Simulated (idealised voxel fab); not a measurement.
Name of the process module below: voxel spacer lines
This is section cut - it's 250 nm across, gridded in 5 nm square cells.
Each cross-section below is a grid of square cells, stated as bands in top-down order, with one or more rows of cells making up each band.
Heights first: top, then bottom, in nm. Then materials, left to right, each with a width in nm. "throughout" on a single material: fills the band edge to edge. "empty": empty space.
The level at which height equals 0 is the one under which the wafer, as it arrives, is entirely one material. No lower edge exists for the bottom band, which continues downward and is notated as in "0 down".
Top row gets the first number, bottom row gets the second, and each row in between changes by the same step: that is how a band width like "30->40" works.
It should be understood that the words "nothing altered", when stated for a given step, signify that the cross-section underwent no change in any of its cells during that step.
Look at "Unvented internal voids" for the closed voids: empty spaces with no open path to the top, sized 8 cells or up. Each is width x height at distance, distance from the left edge, all nm.
Step line, after settings: the simulator's comment on this step.
overlay nm: where the mask lay relative to plan, measured to the right, on steps with a mask; negatives go left.

[The planned process steps are enumerated hereunder]
- 1: RECEIVE: material Si
- 2: CONFORMAL_DEP: material Al2O3, thk nm 5
- 3: DIRECTIONAL_DEP: material SiN, thk nm 10
- 4: DIRECTIONAL_DEP: material aC, thk nm 20
- 5: PATTERN: tone cover, mask id MANDREL, material resist, width nm 15, pitch nm 50, thk nm 30, overlay nm 0
- 6: DIRECTIONAL_ETCH: etch materials aC, depth nm 20
- 7: STRIP: etch materials resist
- 8: CONFORMAL_DEP: material SiO2, thk nm 10
- 9: DIRECTIONAL_ETCH: etch materials SiO2, depth nm 10
- 10: STRIP: etch materials aC
- 11: DIRECTIONAL_ETCH: etch materials SiN, depth nm 10
- 12: STRIP: etch materials SiO2
- 13: FILL_DEP: material SiO2, thk nm 10
- 14: CMP: height nm 15

[Delivered wafer in cross-section: state after step 1]
> 0 down = Si throughout
> Unvented internal voids: none

[This is how the wafer looks in cross-section once the module is done, given the starting state and plan above and one mistake in carrying the plan out]
> 15 to 5 = SiO2: 50 | SiN: 10 | SiO2: 25 | SiN: 10 | SiO2: 5 | SiN: 10 | SiO2: 25 | SiN: 10 | SiO2: 5 | SiN: 10 | SiO2: 25 | SiN: 10 | SiO2: 55
> 5 to 0 = Al2O3 throughout
> 0 down = Si throughout
> Unvented internal voids: none
Short version of what went wrong: contrary to plan, step 5 was performed as PATTERN: tone cover, mask id MANDREL, material resist, width nm 25, pitch nm 50, thk nm 30, overlay nm 0
